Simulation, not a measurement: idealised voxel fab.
Process module heading - voxel self aligned contacts
In the cross-section labelled cut, the width is 250 nm and each square cell is 5 nm.
If you're reading a cross-section in this doc, picture square cells in a grid; it comes to you as bands, top ones listed first down to the bottom, and a band can be one or more rows of cells.
Top, bottom (nm), then materials left to right with widths (nm); lone material tagged "throughout" fills the whole band edge to edge; "blank" = empty space.
Height reference: 0 = level under which incoming wafer is all one material. Lowest band: no bottom, runs on downward, e.g. "0 nm and below".
Width "30..40": first value at the band's top row of cells, second value at its bottom row, equal change from row to row.
When a step is marked "stayed the same", none of the cells in the cross-section changed during that step.
"Enclosed internal voids": empty spaces of 8 cells or more with no open way to the top, each given as width x height at distance, distance from the left edge, all in nm.
It should be noted that, on the line of a given step, the content following the step's settings is a remark produced by the simulator itself with respect to that step.
Among the settings permitted on a step's line is "overlay nm"; applied to a step with a mask, it specifies the extent to which the mask lay to the right of its planned position, whereas a negative figure signifies a position to the left.
Reading key. Pairs: pre-step and post-step cross-section, one process step apart; post-step view only to lowest changed band. Step between + settings: beneath pair. Runs: pairs may be from different runs of this module, same starting wafer. Continuation from pair above: only where "Geometry before processing" entry says.

### Geometry before processing
	70 nm to 65 nm = Ru throughout
	65 nm to 60 nm = 65 of TiN | 30 of Ru | 35 of TiN | 30 of Ru | 90 of TiN
	60 nm to 50 nm = 60 of SiO2 | 5..25 of TiN | 30..10 of Ru | 5 of TiN | 25 of SiO2 | 5..25 of TiN | 30..10 of Ru | 5 of TiN | 85 of SiO2
	50 nm to 30 nm = 35 of SiO2 | 45 of SiN | 5 of TiN | 10 of Ru | 5 of TiN | 45 of SiN | 5 of TiN | 10 of Ru | 5 of TiN | 45 of SiN | 40 of SiO2
	30 nm to 0 nm = 35 of SiO2 | 5 of SiN | 35 of polySi | 5 of SiN | 5 of TiN | 10 of Ru | 5 of TiN | 5 of SiN | 35 of polySi | 5 of SiN | 5 of TiN | 10 of Ru | 5 of TiN | 5 of SiN | 35 of polySi | 5 of SiN | 40 of SiO2
	0 nm to -5 nm = 80 of SiO2 | 20 of TiN | 45 of SiO2 | 20 of TiN | 85 of SiO2
	-5 nm and below = Si throughout
	Enclosed internal voids: none

### Post-Step Snapshot
	60 nm to 50 nm = 60 of SiO2 | 5..25 of TiN | 30..10 of Ru | 5 of TiN | 25 of SiO2 | 5..25 of TiN | 30..10 of Ru | 5 of TiN | 85 of SiO2
	Everything under 50 stays put, no change at all.
	Enclosed internal voids: none
Step between the cross-sections above: CMP | height nm 60

Geometry before processing: The structure entering this step is exactly what the pair just above shows after its step.

### Post-Step Snapshot
	65 nm to 60 nm = SiCN throughout
	Everything under 60 stays put, no change at all.
	Enclosed internal voids: none
Step between the cross-sections above: CONFORMAL_DEP | material SiCN | thk nm 5

### Geometry before processing
	50 nm to 30 nm = SiN throughout
	30 nm to 0 nm = polySi throughout
	0 nm to -5 nm = SiO2 throughout
	-5 nm and below = Si throughout
	Enclosed internal voids: none

### Post-Step Snapshot
	65 nm to 30 nm = SiN throughout
	Everything under 30 stays put, no change at all.
	Enclosed internal voids: none
Step between the cross-sections above: DIRECTIONAL_DEP | material SiN | thk nm 15

Geometry before processing: The structure entering this step is exactly what the pair just above shows after its step.

### Post-Step Snapshot
	95 nm to 65 nm = 40 of blank | 35 of resist | 30 of blank | 35 of resist | 30 of blank | 35 of resist | 45 of blank
	Everything under 65 stays put, no change at all.
	Enclosed internal voids: none
Step between the cross-sections above: PATTERN | tone cover | mask id GATE | material resist | width nm 35 | pitch nm 65 | thk nm 30 | overlay nm 0

Geometry before processing: The structure entering this step is exactly what the pair just above shows after its step.

### Post-Step Snapshot
	80 nm to 65 nm = 40 of blank | 35 of resist | 30 of blank | 35 of resist | 30 of blank | 35 of resist | 45 of blank
	Everything under 65 stays put, no change at all.
	Enclosed internal voids: none
Step between the cross-sections above: DIRECTIONAL_ETCH | etch materials aC | depth nm 15

Geometry before processing: The structure entering this step is exactly what the pair just above shows after its step.

### Post-Step Snapshot
	65 nm to 30 nm = SiN throughout
	Everything under 30 stays put, no change at all.
	Enclosed internal voids: none
Step between the cross-sections above: STRIP | etch materials resist

Geometry before processing: The structure entering this step is exactly what the pair just above shows after its step.

### Post-Step Snapshot
	45 nm to 30 nm = SiN throughout
	Everything under 30 stays put, no change at all.
	Enclosed internal voids: none
Step between the cross-sections above: DIRECTIONAL_ETCH | etch materials SiN | depth nm 20

Geometry before processing: The structure entering this step is exactly what the pair just above shows after its step.

### Post-Step Snapshot
	50 nm to 30 nm = SiN throughout
	Everything under 30 stays put, no change at all.
	Enclosed internal voids: none
Step between the cross-sections above: CONFORMAL_DEP | material SiN | thk nm 5

Geometry before processing: The structure entering this step is exactly what the pair just above shows after its step.

### Post-Step Snapshot
	45 nm to 30 nm = SiN throughout
	Everything under 30 stays put, no change at all.
	Enclosed internal voids: none
Step between the cross-sections above: DIRECTIONAL_ETCH | etch materials SiN | depth nm 5

Geometry before processing: The structure entering this step is exactly what the pair just above shows after its step.

### Post-Step Snapshot
	65 nm to 45 nm = SiO2 throughout
	Everything under 45 stays put, no change at all.
	Enclosed internal voids: none
Step between the cross-sections above: FILL_DEP | material SiO2 | thk nm 20

Geometry before processing: The structure entering this step is exactly what the pair just above shows after its step.

### Post-Step Snapshot
	60 nm to 45 nm = SiO2 throughout
	Everything under 45 stays put, no change at all.
	Enclosed internal voids: none
Step between the cross-sections above: CMP | height nm 60

Geometry before processing: The structure entering this step is exactly what the pair just above shows after its step.

### Post-Step Snapshot
	75 nm to 60 nm = aC throughout
	Everything under 60 stays put, no change at all.
	Enclosed internal voids: none
Step between the cross-sections above: DIRECTIONAL_DEP | material aC | thk nm 15

Geometry before processing: The structure entering this step is exactly what the pair just above shows after its step.

### Post-Step Snapshot
	105 nm to 75 nm = 70 of resist | 40 of blank | 25 of resist | 40 of blank | 75 of resist
	Everything under 75 stays put, no change at all.
	Enclosed internal voids: none
Step between the cross-sections above: PATTERN | tone open | mask id CONTACT | material resist | width nm 40 | pitch nm 65 | thk nm 30 | overlay nm 0

Geometry before processing: The structure entering this step is exactly what the pair just above shows after its step.

### Post-Step Snapshot
	90 nm to 75 nm = 70 of resist | 40 of blank | 25 of resist | 40 of blank | 75 of resist
	75 nm to 60 nm = 70 of aC | 40 of blank | 25 of aC | 40 of blank | 75 of aC
	Everything under 60 stays put, no change at all.
	Enclosed internal voids: none
Step between the cross-sections above: DIRECTIONAL_ETCH | etch materials aC | depth nm 15

Geometry before processing: The structure entering this step is exactly what the pair just above shows after its step.

### Post-Step Snapshot
	75 nm to 60 nm = 70 of aC | 40 of blank | 25 of aC | 40 of blank | 75 of aC
	Everything under 60 stays put, no change at all.
	Enclosed internal voids: none
Step between the cross-sections above: STRIP | etch materials resist

Geometry before processing: The structure entering this step is exactly what the pair just above shows after its step.

### Post-Step Snapshot
	75 nm to 60 nm = 70 of aC | 40 of blank | 25 of aC | 40 of blank | 75 of aC
	60 nm to 45 nm = 70 of SiO2 | 40 of blank | 25 of SiO2 | 40 of blank | 75 of SiO2
	Everything under 45 stays put, no change at all.
	Enclosed internal voids: none
Step between the cross-sections above: DIRECTIONAL_ETCH | etch materials SiO2 | depth nm 65

Geometry before processing: The structure entering this step is exactly what the pair just above shows after its step.

### Post-Step Snapshot
	60 nm to 45 nm = 70 of SiO2 | 40 of blank | 25 of SiO2 | 40 of blank | 75 of SiO2
	Everything under 45 stays put, no change at all.
	Enclosed internal voids: none
Step between the cross-sections above: STRIP | etch materials aC

Geometry before processing: The structure entering this step is exactly what the pair just above shows after its step.

### Post-Step Snapshot
	65 nm to 60 nm = 75 of TiN | 30 of blank | 35 of TiN | 30 of blank | 80 of TiN
	60 nm to 50 nm = 70 of SiO2 | 5 of TiN | 30 of blank | 5 of TiN | 25 of SiO2 | 5 of TiN | 30 of blank | 5 of TiN | 75 of SiO2
	50 nm to 45 nm = 70 of SiO2 | 40 of TiN | 25 of SiO2 | 40 of TiN | 75 of SiO2
	Everything under 45 stays put, no change at all.
	Enclosed internal voids: none
Step between the cross-sections above: CONFORMAL_DEP | material TiN | thk nm 5

Geometry before processing: The structure entering this step is exactly what the pair just above shows after its step.

### Post-Step Snapshot
	70 nm to 65 nm = Ru throughout
	65 nm to 60 nm = 75 of TiN | 30 of Ru | 35 of TiN | 30 of Ru | 80 of TiN
	60 nm to 50 nm = 70 of SiO2 | 5 of TiN | 30 of Ru | 5 of TiN | 25 of SiO2 | 5 of TiN | 30 of Ru | 5 of TiN | 75 of SiO2
	Everything under 50 stays put, no change at all.
	Enclosed internal voids: none
Step between the cross-sections above: FILL_DEP | material Ru | thk nm 5

Geometry before processing: The structure entering this step is exactly what the pair just above shows after its step.

### Post-Step Snapshot
	60 nm to 50 nm = 70 of SiO2 | 5 of TiN | 30 of Ru | 5 of TiN | 25 of SiO2 | 5 of TiN | 30 of Ru | 5 of TiN | 75 of SiO2
	Everything under 50 stays put, no change at all.
	Enclosed internal voids: none
Step between the cross-sections above: CMP | height nm 60

Geometry before processing: The structure entering this step is exactly what the pair just above shows after its step.

### Post-Step Snapshot
	65 nm to 60 nm = SiCN throughout
	Everything under 60 stays put, no change at all.
	Enclosed internal voids: none
Step between the cross-sections above: CONFORMAL_DEP | material SiCN | thk nm 5

### Geometry before processing
	65 nm to 50 nm = aC throughout
	50 nm to 30 nm = SiN throughout
	30 nm to 0 nm = polySi throughout
	0 nm to -5 nm = SiO2 throughout
	-5 nm and below = Si throughout
	Enclosed internal voids: none

### Post-Step Snapshot
	95 nm to 65 nm = 40 of resist | 35 of blank | 30 of resist | 35 of blank | 30 of resist | 35 of blank | 45 of resist
	Everything under 65 stays put, no change at all.
	Enclosed internal voids: none
Step between the cross-sections above: PATTERN | tone open | mask id GATE | material resist | width nm 35 | pitch nm 65 | thk nm 30 | overlay nm 0

Geometry before processing: The structure entering this step is exactly what the pair just above shows after its step.

### Post-Step Snapshot
	80 nm to 65 nm = 40 of resist | 35 of blank | 30 of resist | 35 of blank | 30 of resist | 35 of blank | 45 of resist
	65 nm to 50 nm = 40 of aC | 35 of blank | 30 of aC | 35 of blank | 30 of aC | 35 of blank | 45 of aC
	Everything under 50 stays put, no change at all.
	Enclosed internal voids: none
Step between the cross-sections above: DIRECTIONAL_ETCH | etch materials aC | depth nm 15

Geometry before processing: The structure entering this step is exactly what the pair just above shows after its step.

### Post-Step Snapshot
	65 nm to 50 nm = 40 of aC | 35 of blank | 30 of aC | 35 of blank | 30 of aC | 35 of blank | 45 of aC
	Everything under 50 stays put, no change at all.
	Enclosed internal voids: none
Step between the cross-sections above: STRIP | etch materials resist

Geometry before processing: The structure entering this step is exactly what the pair just above shows after its step.

### Post-Step Snapshot
	65 nm to 50 nm = 40 of aC | 35 of blank | 30 of aC | 35 of blank | 30 of aC | 35 of blank | 45 of aC
	50 nm to 30 nm = 40 of SiN | 35 of blank | 30 of SiN | 35 of blank | 30 of SiN | 35 of blank | 45 of SiN
	Everything under 30 stays put, no change at all.
	Enclosed internal voids: none
Step between the cross-sections above: DIRECTIONAL_ETCH | etch materials SiN | depth nm 20

Geometry before processing: The structure entering this step is exactly what the pair just above shows after its step.

### Post-Step Snapshot
	65 nm to 50 nm = 40 of aC | 35 of blank | 30 of aC | 35 of blank | 30 of aC | 35 of blank | 45 of aC
	50 nm to 30 nm = 40 of SiN | 35 of blank | 30 of SiN | 35 of blank | 30 of SiN | 35 of blank | 45 of SiN
	30 nm to 0 nm = 40 of polySi | 35 of blank | 30 of polySi | 35 of blank | 30 of polySi | 35 of blank | 45 of polySi
	Everything under 0 stays put, no change at all.
	Enclosed internal voids: none
Step between the cross-sections above: DIRECTIONAL_ETCH | etch materials polySi | depth nm 30

Geometry before processing: The structure entering this step is exactly what the pair just above shows after its step.

### Post-Step Snapshot
	50 nm to 30 nm = 40 of SiN | 35 of blank | 30 of SiN | 35 of blank | 30 of SiN | 35 of blank | 45 of SiN
	Everything under 30 stays put, no change at all.
	Enclosed internal voids: none
Step between the cross-sections above: STRIP | etch materials aC

Geometry before processing: The structure entering this step is exactly what the pair just above shows after its step.

### Post-Step Snapshot
	55 nm to 30 nm = 45 of SiN | 25 of blank | 40 of SiN | 25 of blank | 40 of SiN | 25 of blank | 50 of SiN
	30 nm to 5 nm = 40 of polySi | 5 of SiN | 25 of blank | 5 of SiN | 30 of polySi | 5 of SiN | 25 of blank | 5 of SiN | 30 of polySi | 5 of SiN | 25 of blank | 5 of SiN | 45 of polySi
	5 nm to 0 nm = 40 of polySi | 35 of SiN | 30 of polySi | 35 of SiN | 30 of polySi | 35 of SiN | 45 of polySi
	Everything under 0 stays put, no change at all.
	Enclosed internal voids: none
Step between the cross-sections above: CONFORMAL_DEP | material SiN | thk nm 5

Geometry before processing: The structure entering this step is exactly what the pair just above shows after its step.

### Post-Step Snapshot
	50 nm to 30 nm = 45 of SiN | 25 of blank | 40 of SiN | 25 of blank | 40 of SiN | 25 of blank | 50 of SiN
	30 nm to 0 nm = 40 of polySi | 5 of SiN | 25 of blank | 5 of SiN | 30 of polySi | 5 of SiN | 25 of blank | 5 of SiN | 30 of polySi | 5 of SiN | 25 of blank | 5 of SiN | 45 of polySi
	Everything under 0 stays put, no change at all.
	Enclosed internal voids: none
Step between the cross-sections above: DIRECTIONAL_ETCH | etch materials SiN | depth nm 5

Geometry before processing: The structure entering this step is exactly what the pair just above shows after its step.

### Post-Step Snapshot
	70 nm to 50 nm = SiO2 throughout
	50 nm to 30 nm = 45 of SiN | 25 of SiO2 | 40 of SiN | 25 of SiO2 | 40 of SiN | 25 of SiO2 | 50 of SiN
	30 nm to 0 nm = 40 of polySi | 5 of SiN | 25 of SiO2 | 5 of SiN | 30 of polySi | 5 of SiN | 25 of SiO2 | 5 of SiN | 30 of polySi | 5 of SiN | 25 of SiO2 | 5 of SiN | 45 of polySi
	Everything under 0 stays put, no change at all.
	Enclosed internal voids: none
Step between the cross-sections above: FILL_DEP | material SiO2 | thk nm 20

Geometry before processing: The structure entering this step is exactly what the pair just above shows after its step.

### Post-Step Snapshot
	60 nm to 50 nm = SiO2 throughout
	Everything under 50 stays put, no change at all.
	Enclosed internal voids: none
Step between the cross-sections above: CMP | height nm 60

Geometry before processing: The structure entering this step is exactly what the pair just above shows after its step.

### Post-Step Snapshot
	75 nm to 60 nm = aC throughout
	Everything under 60 stays put, no change at all.
	Enclosed internal voids: none
Step between the cross-sections above: DIRECTIONAL_DEP | material aC | thk nm 15

Geometry before processing: The structure entering this step is exactly what the pair just above shows after its step.

### Post-Step Snapshot
	105 nm to 75 nm = 70 of resist | 40 of blank | 25 of resist | 40 of blank | 75 of resist
	Everything under 75 stays put, no change at all.
	Enclosed internal voids: none
Step between the cross-sections above: PATTERN | tone open | mask id CONTACT | material resist | width nm 40 | pitch nm 65 | thk nm 30 | overlay nm 0

Geometry before processing: The structure entering this step is exactly what the pair just above shows after its step.

### Post-Step Snapshot
	90 nm to 75 nm = 70 of resist | 40 of blank | 25 of resist | 40 of blank | 75 of resist
	75 nm to 60 nm = 70 of aC | 40 of blank | 25 of aC | 40 of blank | 75 of aC
	Everything under 60 stays put, no change at all.
	Enclosed internal voids: none
Step between the cross-sections above: DIRECTIONAL_ETCH | etch materials aC | depth nm 15

Geometry before processing: The structure entering this step is exactly what the pair just above shows after its step.

### Post-Step Snapshot
	75 nm to 60 nm = 70 of aC | 40 of blank | 25 of aC | 40 of blank | 75 of aC
	Everything under 60 stays put, no change at all.
	Enclosed internal voids: none
Step between the cross-sections above: STRIP | etch materials resist

Geometry before processing: The structure entering this step is exactly what the pair just above shows after its step.

### Post-Step Snapshot
	75 nm to 60 nm = 70 of aC | 40 of blank | 25 of aC | 40 of blank | 75 of aC
	60 nm to 50 nm = 70 of SiO2 | 40 of blank | 25 of SiO2 | 40 of blank | 75 of SiO2
	Everything under 50 stays put, no change at all.
	Enclosed internal voids: none
Step between the cross-sections above: DIRECTIONAL_ETCH | etch materials SiO2 | depth nm 65

Geometry before processing: The structure entering this step is exactly what the pair just above shows after its step.

### Post-Step Snapshot
	60 nm to 50 nm = 70 of SiO2 | 40 of blank | 25 of SiO2 | 40 of blank | 75 of SiO2
	Everything under 50 stays put, no change at all.
	Enclosed internal voids: none
Step between the cross-sections above: STRIP | etch materials aC

Geometry before processing: The structure entering this step is exactly what the pair just above shows after its step.

### Post-Step Snapshot
	65 nm to 60 nm = 75 of TiN | 30 of blank | 35 of TiN | 30 of blank | 80 of TiN
	60 nm to 55 nm = 70 of SiO2 | 5 of TiN | 30 of blank | 5 of TiN | 25 of SiO2 | 5 of TiN | 30 of blank | 5 of TiN | 75 of SiO2
	55 nm to 50 nm = 70 of SiO2 | 40 of TiN | 25 of SiO2 | 40 of TiN | 75 of SiO2
	Everything under 50 stays put, no change at all.
	Enclosed internal voids: none
Step between the cross-sections above: CONFORMAL_DEP | material TiN | thk nm 5

Geometry before processing: The structure entering this step is exactly what the pair just above shows after its step.

### Post-Step Snapshot
	70 nm to 65 nm = Ru throughout
	65 nm to 60 nm = 75 of TiN | 30 of Ru | 35 of TiN | 30 of Ru | 80 of TiN
	60 nm to 55 nm = 70 of SiO2 | 5 of TiN | 30 of Ru | 5 of TiN | 25 of SiO2 | 5 of TiN | 30 of Ru | 5 of TiN | 75 of SiO2
	Everything under 55 stays put, no change at all.
	Enclosed internal voids: none
Step between the cross-sections above: FILL_DEP | material Ru | thk nm 5

Geometry before processing: The structure entering this step is exactly what the pair just above shows after its step.

### Post-Step Snapshot
	60 nm to 55 nm = 70 of SiO2 | 5 of TiN | 30 of Ru | 5 of TiN | 25 of SiO2 | 5 of TiN | 30 of Ru | 5 of TiN | 75 of SiO2
	Everything under 55 stays put, no change at all.
	Enclosed internal voids: none
Step between the cross-sections above: CMP | height nm 60

Geometry before processing: The structure entering this step is exactly what the pair just above shows after its step.

### Post-Step Snapshot
	65 nm to 60 nm = SiCN throughout
	Everything under 60 stays put, no change at all.
	Enclosed internal voids: none
Step between the cross-sections above: CONFORMAL_DEP | material SiCN | thk nm 5
